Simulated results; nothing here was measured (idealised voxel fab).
Process module, titled voxel self aligned contacts
250 nm wide, 5 nm square cells: that's cross-section cut.
Notation: cross-section as square-cell grid; stated in bands, top first, going down; one or more cell rows per band. First you get the band's top height and its bottom height, in nm, and then the materials it's made of, left to right, with each width in nm. If you see a single material with "all across", that one covers the band edge to edge. "blank" is empty space. Basically, 0 is our baseline, since under it the wafer straight out of the box is all one material. The bottom band has no lower end and keeps on going down, so it looks like "0 down". With a width like "30->40", each row of cells in the band differs from the next by the same amount, the top row carrying the first number and the bottom row the second. Basically "nothing got changed" means that step didn't change any cell in the cross-section. Entry "Unvented cavities". Content: empty spaces with no open connection to the top, size 8 cells or greater. Each: width x height at distance. Distance: from left edge. Unit: nm. On each step's line, the part that comes after the settings is the simulator's own comment on the step. Regarding "overlay nm": on a step with a mask, it is the distance the mask lay to the right of its planned place; a negative value places it to the left.

Below is the list of planned process steps:
step 1: op RECEIVE | material Si
step 2: op OXIDIZE | depth nm 5
step 3: op DIRECTIONAL_DEP | material polySi | thk nm 25
step 4: op DIRECTIONAL_DEP | material SiN | thk nm 20
step 5: op MASKED_ETCH | tone cover | mask id GATE | width nm 25 | pitch nm 70 | etch materials SiN | depth nm 20 | overlay nm 0
step 6: op MASKED_ETCH | tone cover | mask id GATE | width nm 25 | pitch nm 70 | etch materials polySi | depth nm 25 | overlay nm 0
step 7: op CONFORMAL_DEP | material SiN | thk nm 10
step 8: op DIRECTIONAL_ETCH | etch materials SiN | depth nm 10
step 9: op FILL_DEP | material SiO2 | thk nm 15
step 10: op CMP | height nm 50
step 11: op PATTERN | tone open | mask id CONTACT | material resist | width nm 55 | thk nm 20 | overlay nm 0
step 12: op DIRECTIONAL_ETCH | etch materials SiO2 | depth nm 55
step 13: op STRIP | etch materials resist
step 14: op CONFORMAL_DEP | material TiN | thk nm 5
step 15: op FILL_DEP | material Ru | thk nm 10
step 16: op CMP | height nm 50
step 17: op CONFORMAL_DEP | material SiN | thk nm 5

The first of the two wafers, which ran as planned:

Cross-section of the wafer at receipt, which is the condition after step 1:
  0 down: Si all across
  Unvented cavities: none

The wafer, seen in cross-section, after step 2:
  0 to -5: SiO2 all across
  Below a height of -5, the structure has not been altered.

The wafer, seen in cross-section, after step 3:
  25 to 0: polySi all across
  Below a height of 0, the structure has not been altered.

The wafer, seen in cross-section, after step 4:
  45 to 25: SiN all across
  Below a height of 25, the structure has not been altered.

The wafer, seen in cross-section, after step 5:
  45 to 25: 75 of blank; 25 of SiN; 45 of blank; 25 of SiN; 80 of blank
  Below a height of 25, the structure has not been altered.

The wafer, seen in cross-section, after step 6:
  45 to 25: 75 of blank; 25 of SiN; 45 of blank; 25 of SiN; 80 of blank
  25 to 0: 75 of blank; 25 of polySi; 45 of blank; 25 of polySi; 80 of blank
  Below a height of 0, the structure has not been altered.

The wafer, seen in cross-section, after step 7:
  55 to 25: 65 of blank; 45 of SiN; 25 of blank; 45 of SiN; 70 of blank
  25 to 10: 65 of blank; 10 of SiN; 25 of polySi; 10 of SiN; 25 of blank; 10 of SiN; 25 of polySi; 10 of SiN; 70 of blank
  10 to 0: 75 of SiN; 25 of polySi; 45 of SiN; 25 of polySi; 80 of SiN
  Below a height of 0, the structure has not been altered.

The wafer, seen in cross-section, after step 8:
  45 to 25: 65 of blank; 45 of SiN; 25 of blank; 45 of SiN; 70 of blank
  25 to 0: 65 of blank; 10 of SiN; 25 of polySi; 10 of SiN; 25 of blank; 10 of SiN; 25 of polySi; 10 of SiN; 70 of blank
  Below a height of 0, the structure has not been altered.

The wafer, seen in cross-section, after step 9:
  60 to 45: SiO2 all across
  45 to 25: 65 of SiO2; 45 of SiN; 25 of SiO2; 45 of SiN; 70 of SiO2
  25 to 0: 65 of SiO2; 10 of SiN; 25 of polySi; 10 of SiN; 25 of SiO2; 10 of SiN; 25 of polySi; 10 of SiN; 70 of SiO2
  Below a height of 0, the structure has not been altered.

The wafer, seen in cross-section, after step 10:
  50 to 45: SiO2 all across
  Below a height of 45, the structure has not been altered.

The wafer, seen in cross-section, after step 11:
  70 to 50: 95 of resist; 55 of blank; 100 of resist
  Below a height of 50, the structure has not been altered.

The wafer, seen in cross-section, after step 12:
  70 to 50: 95 of resist; 55 of blank; 100 of resist
  50 to 45: 95 of SiO2; 55 of blank; 100 of SiO2
  45 to 25: 65 of SiO2; 45 of SiN; 25 of blank; 45 of SiN; 70 of SiO2
  25 to 0: 65 of SiO2; 10 of SiN; 25 of polySi; 10 of SiN; 25 of blank; 10 of SiN; 25 of polySi; 10 of SiN; 70 of SiO2
  0 to -5: 110 of SiO2; 25 of blank; 115 of SiO2
  Below a height of -5, the structure has not been altered.

The wafer, seen in cross-section, after step 13:
  50 to 45: 95 of SiO2; 55 of blank; 100 of SiO2
  Below a height of 45, the structure has not been altered.

The wafer, seen in cross-section, after step 14:
  55 to 50: 100 of TiN; 45 of blank; 105 of TiN
  50 to 45: 95 of SiO2; 20 of TiN; 15 of blank; 20 of TiN; 100 of SiO2
  45 to 25: 65 of SiO2; 45 of SiN; 5 of TiN; 15 of blank; 5 of TiN; 45 of SiN; 70 of SiO2
  25 to 0: 65 of SiO2; 10 of SiN; 25 of polySi; 10 of SiN; 5 of TiN; 15 of blank; 5 of TiN; 10 of SiN; 25 of polySi; 10 of SiN; 70 of SiO2
  0 to -5: 110 of SiO2; 25 of TiN; 115 of SiO2
  Below a height of -5, the structure has not been altered.

The wafer, seen in cross-section, after step 15:
  65 to 55: Ru all across
  55 to 50: 100 of TiN; 45 of Ru; 105 of TiN
  50 to 45: 95 of SiO2; 20 of TiN; 15 of Ru; 20 of TiN; 100 of SiO2
  45 to 25: 65 of SiO2; 45 of SiN; 5 of TiN; 15 of Ru; 5 of TiN; 45 of SiN; 70 of SiO2
  25 to 0: 65 of SiO2; 10 of SiN; 25 of polySi; 10 of SiN; 5 of TiN; 15 of Ru; 5 of TiN; 10 of SiN; 25 of polySi; 10 of SiN; 70 of SiO2
  Below a height of 0, the structure has not been altered.

The wafer, seen in cross-section, after step 16:
  50 to 45: 95 of SiO2; 20 of TiN; 15 of Ru; 20 of TiN; 100 of SiO2
  Below a height of 45, the structure has not been altered.

The wafer, seen in cross-section, after step 17:
  55 to 50: SiN all across
  Below a height of 50, the structure has not been altered.

Second wafer, same starting conditions and recipe as the first, one mistake in executing it, nothing differs from the first up to and including step 10:

Cross-section of the second wafer corresponding to the planned conclusion of step 11:
  70 to 50: 95 of blank; 55 of resist; 100 of blank
  Below a height of 50, the structure has not been altered.

Cross-section of the second wafer corresponding to the planned conclusion of step 12:
  70 to 50: 95 of blank; 55 of resist; 100 of blank
  50 to 45: 95 of blank; 55 of SiO2; 100 of blank
  45 to 25: 65 of blank; 45 of SiN; 25 of SiO2; 45 of SiN; 70 of blank
  25 to 0: 65 of blank; 10 of SiN; 25 of polySi; 10 of SiN; 25 of SiO2; 10 of SiN; 25 of polySi; 10 of SiN; 70 of blank
  0 to -5: 65 of blank; 115 of SiO2; 70 of blank
  Below a height of -5, the structure has not been altered.

Cross-section of the second wafer corresponding to the planned conclusion of step 13:
  50 to 45: 95 of blank; 55 of SiO2; 100 of blank
  Below a height of 45, the structure has not been altered.

Cross-section of the second wafer corresponding to the planned conclusion of step 14:
  55 to 50: 90 of blank; 65 of TiN; 95 of blank
  50 to 45: 60 of blank; 35 of TiN; 55 of SiO2; 35 of TiN; 65 of blank
  45 to 25: 60 of blank; 5 of TiN; 45 of SiN; 25 of SiO2; 45 of SiN; 5 of TiN; 65 of blank
  25 to 0: 60 of blank; 5 of TiN; 10 of SiN; 25 of polySi; 10 of SiN; 25 of SiO2; 10 of SiN; 25 of polySi; 10 of SiN; 5 of TiN; 65 of blank
  0 to -5: 65 of TiN; 115 of SiO2; 70 of TiN
  Below a height of -5, the structure has not been altered.

Cross-section of the second wafer corresponding to the planned conclusion of step 15:
  65 to 55: Ru all across
  55 to 50: 90 of Ru; 65 of TiN; 95 of Ru
  50 to 45: 60 of Ru; 35 of TiN; 55 of SiO2; 35 of TiN; 65 of Ru
  45 to 25: 60 of Ru; 5 of TiN; 45 of SiN; 25 of SiO2; 45 of SiN; 5 of TiN; 65 of Ru
  25 to 0: 60 of Ru; 5 of TiN; 10 of SiN; 25 of polySi; 10 of SiN; 25 of SiO2; 10 of SiN; 25 of polySi; 10 of SiN; 5 of TiN; 65 of Ru
  Below a height of 0, the structure has not been altered.

Cross-section of the second wafer corresponding to the planned conclusion of step 16:
  50 to 45: 60 of Ru; 35 of TiN; 55 of SiO2; 35 of TiN; 65 of Ru
  Below a height of 45, the structure has not been altered.

Cross-section of the second wafer corresponding to the planned conclusion of step 17:
  55 to 50: SiN all across
  Below a height of 50, the structure has not been altered.
What was done differently from what was planned? step 11 ran with different settings than intended, the actual operation and settings being op PATTERN | tone cover | mask id CONTACT | material resist | width nm 55 | thk nm 20 | overlay nm 0
Looking at both finished wafers in cells, the second ends up ahead of or behind the first on some materials: 220 more of Ru; 248 fewer of SiO2; 28 more of TiN
